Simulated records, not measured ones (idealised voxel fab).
Process module under the name voxel transistor to metal
Pictured: cross-section cut, 290 nm wide, on a grid of 5 nm square cells.
Format of a cross-section: grid, square cells. Given as bands. Order: top down. Band: one or more rows of cells. Heads up on the band format: heights come first, top then bottom, in nm. After that it's the materials left to right, each with its width in nm. A single material flagged "all across" fills the whole band edge to edge, and "air" means there's empty space there. Beneath 0, the wafer as received is one material, and that level is where height counting begins. The lowest band goes on downward without a bottom; it is written like "0 nm and below". With a width like "30 to 40", each row of cells in the band differs from the next by the same amount, the top row carrying the first number and the bottom row the second. It should be understood that the words "no change", when stated for a given step, signify that the cross-section underwent no change in any of its cells during that step. For the entry "Closed-off voids", the listed items are empty spaces with no open way to the top whose size is 8 cells or more; each item follows the pattern width x height at distance, where distance is from the left edge and all three are in nm. Read whatever lies past the settings on a step's line as the simulator's own remark about the step. Regarding "overlay nm": on a step with a mask, it is the distance the mask lay to the right of its planned place; a negative value places it to the left.

Planned process steps:
- 1: RECEIVE, material Si
- 2: CONFORMAL_DEP, material SiO2, thk nm 5
- 3: CONFORMAL_DEP, material SiN, thk nm 15
- 4: DIRECTIONAL_DEP, material aC, thk nm 10
- 5: PATTERN, tone cover, mask id ACTIVE, material resist, width nm 105, pitch nm 135, thk nm 30, overlay nm 0
- 6: DIRECTIONAL_ETCH, etch materials aC, depth nm 10
- 7: STRIP, etch materials resist
- 8: DIRECTIONAL_ETCH, etch materials SiN, depth nm 15
- 9: DIRECTIONAL_ETCH, etch materials SiO2, depth nm 5
- 10: DIRECTIONAL_ETCH, etch materials Si, depth nm 35
- 11: STRIP, etch materials aC
- 12: OXIDIZE, depth nm 5
- 13: FILL_DEP, material SiO2, thk nm 15
- 14: CMP, height nm 20
- 15: SELECTIVE_ETCH, etch materials SiO2, depth nm 10
- 16: STRIP, etch materials SiN
- 17: SELECTIVE_ETCH, etch materials SiO2, depth nm 5
- 18: OXIDIZE, depth nm 5
- 19: DIRECTIONAL_DEP, material polySi, thk nm 25
- 20: DIRECTIONAL_DEP, material SiCN, thk nm 10
- 21: MASKED_ETCH, tone cover, mask id GATE, width nm 25, pitch nm 135, etch materials SiCN, depth nm 20, overlay nm 0
- 22: MASKED_ETCH, tone cover, mask id GATE, width nm 25, pitch nm 135, etch materials polySi, depth nm 35, overlay nm 0
- 23: CONFORMAL_DEP, material SiO2, thk nm 5
- 24: DIRECTIONAL_ETCH, etch materials SiO2, depth nm 5
- 25: CONFORMAL_DEP, material SiN, thk nm 10
- 26: DIRECTIONAL_ETCH, etch materials SiN, depth nm 10
- 27: DIRECTIONAL_ETCH, etch materials SiO2, depth nm 5
- 28: DIRECTIONAL_ETCH, etch materials Si, depth nm 10
- 29: EPI, material pSi, thk nm 15
- 30: FILL_DEP, material SiO2, thk nm 10
- 31: CMP, height nm 25
- 32: STRIP, etch materials polySi
- 33: SELECTIVE_ETCH, etch materials SiO2, depth nm 5
- 34: CONFORMAL_DEP, material HfO2, thk nm 5
- 35: CONFORMAL_DEP, material TiN, thk nm 5
- 36: FILL_DEP, material W, thk nm 10
- 37: CMP, height nm 20
- 38: DIRECTIONAL_DEP, material SiO2, thk nm 10
- 39: DIRECTIONAL_DEP, material aC, thk nm 15
- 40: PATTERN, tone open, mask id CONTACT, material resist, width nm 20, thk nm 35, overlay nm 0
- 41: DIRECTIONAL_ETCH, etch materials aC, depth nm 15
- 42: STRIP, etch materials resist
- 43: DIRECTIONAL_ETCH, etch materials SiO2, depth nm 20
- 44: STRIP, etch materials aC
- 45: CONFORMAL_DEP, material TiN, thk nm 5
- 46: FILL_DEP, material Ru, thk nm 5
- 47: CMP, height nm 30
- 48: DIRECTIONAL_DEP, material TiN, thk nm 5
- 49: DIRECTIONAL_DEP, material W, thk nm 20
- 50: DIRECTIONAL_DEP, material aC, thk nm 10
- 51: PATTERN, tone cover, mask id METAL_1, material resist, width nm 20, thk nm 25, overlay nm 0
- 52: DIRECTIONAL_ETCH, etch materials aC, depth nm 10
- 53: STRIP, etch materials resist
- 54: DIRECTIONAL_ETCH, etch materials W, depth nm 20
- 55: DIRECTIONAL_ETCH, etch materials TiN, depth nm 5
- 56: STRIP, etch materials aC
- 57: FILL_DEP, material lowk, thk nm 10
- 58: CMP, height nm 55
- 59: CONFORMAL_DEP, material SiCN, thk nm 5
- 60: DIRECTIONAL_DEP, material SiO2, thk nm 35
- 61: MASKED_ETCH, tone open, mask id METAL_2_HOLES, width nm 15, pitch nm 135, etch materials SiO2, depth nm 35, overlay nm 0
- 62: DIRECTIONAL_DEP, material aC, thk nm 10
- 63: PATTERN, tone open, mask id METAL_2, material resist, width nm 20, pitch nm 135, thk nm 25, overlay nm 0
- 64: DIRECTIONAL_ETCH, etch materials aC, depth nm 10
- 65: STRIP, etch materials resist
- 66: DIRECTIONAL_ETCH, etch materials SiO2, depth nm 20
- 67: DIRECTIONAL_ETCH, etch materials SiCN, depth nm 5
- 68: STRIP, etch materials aC
- 69: CONFORMAL_DEP, material TiN, thk nm 5
- 70: FILL_DEP, material Cu, thk nm 10
- 71: CMP, height nm 95
- 72: CONFORMAL_DEP, material SiN, thk nm 5

Wafer cross-section on receipt, i.e. after step 1:
* 0 nm and below = Si all across
* Closed-off voids: none

The module was run from the start shown above using the plan shown above, but one mistake was made doing it; the resulting wafer cross-section is below:
* 100 nm to 95 nm = SiN all across
* 95 nm to 80 nm = SiO2=30 / TiN=5 / Cu=10 / TiN=5 / SiO2=115 / TiN=5 / Cu=10 / TiN=5 / SiO2=105
* 80 nm to 75 nm = SiO2=30 / TiN=5 / Cu=5 / TiN=10 / SiO2=115 / TiN=5 / Cu=5 / TiN=10 / SiO2=105
* 75 nm to 60 nm = SiO2=30 / TiN=5 / Cu=5 / TiN=5 / SiO2=120 / TiN=5 / Cu=5 / TiN=5 / SiO2=110
* 60 nm to 55 nm = SiCN=30 / TiN=15 / SiCN=120 / TiN=15 / SiCN=110
* 55 nm to 35 nm = lowk=30 / W=20 / lowk=55 / W=20 / lowk=40 / W=20 / lowk=55 / W=20 / lowk=30
* 35 nm to 30 nm = lowk=30 / TiN=20 / lowk=55 / TiN=20 / lowk=40 / TiN=20 / lowk=55 / TiN=20 / lowk=30
* 30 nm to 20 nm = SiO2=30 / TiN=5 / Ru=10 / TiN=5 / SiO2=55 / TiN=5 / Ru=10 / TiN=5 / SiO2=40 / TiN=5 / Ru=10 / TiN=5 / SiO2=55 / TiN=5 / Ru=10 / TiN=5 / SiO2=30
* 20 nm to 15 nm = SiO2=30 / TiN=5 / Ru=10 / TiN=5 / SiN=10 / HfO2=5 / TiN=5 / W=15 / TiN=5 / HfO2=5 / SiN=10 / TiN=5 / Ru=10 / TiN=5 / SiO2=40 / TiN=5 / Ru=10 / TiN=5 / SiN=10 / HfO2=5 / TiN=5 / W=15 / TiN=5 / HfO2=5 / SiN=10 / TiN=5 / Ru=10 / TiN=5 / SiO2=30
* 15 nm to 10 nm = SiO2=30 / TiN=20 / SiN=10 / HfO2=5 / TiN=5 / W=15 / TiN=5 / HfO2=5 / SiN=10 / TiN=20 / SiO2=40 / TiN=20 / SiN=10 / HfO2=5 / TiN=5 / W=15 / TiN=5 / HfO2=5 / SiN=10 / TiN=20 / SiO2=30
* 10 nm to 5 nm = SiO2=25 / pSi=25 / SiN=10 / HfO2=5 / TiN=5 / W=15 / TiN=5 / HfO2=5 / SiN=10 / pSi=25 / SiO2=30 / pSi=25 / SiN=10 / HfO2=5 / TiN=5 / W=15 / TiN=5 / HfO2=5 / SiN=10 / pSi=25 / SiO2=25
* 5 nm to 0 nm = SiO2=20 / SiN=10 / pSi=20 / SiN=10 / HfO2=5 / TiN=25 / HfO2=5 / SiN=10 / pSi=20 / SiN=10 / SiO2=20 / SiN=10 / pSi=20 / SiN=10 / HfO2=5 / TiN=25 / HfO2=5 / SiN=10 / pSi=20 / SiN=10 / SiO2=20
* 0 nm to -5 nm = SiO2=30 / pSi=20 / SiO2=10 / HfO2=35 / SiO2=10 / pSi=20 / SiO2=40 / pSi=20 / SiO2=10 / HfO2=35 / SiO2=10 / pSi=20 / SiO2=30
* -5 nm to -15 nm = SiO2=25 / Si=5 / pSi=20 / Si=55 / pSi=20 / Si=5 / SiO2=30 / Si=5 / pSi=20 / Si=55 / pSi=20 / Si=5 / SiO2=25
* -15 nm to -40 nm = SiO2=25 / Si=105 / SiO2=30 / Si=105 / SiO2=25
* -40 nm and below = Si all across
* Closed-off voids: none
Plan not followed: contrary to plan, step 5 was performed as PATTERN, tone cover, mask id ACTIVE, material resist, width nm 115, pitch nm 135, thk nm 30, overlay nm 0
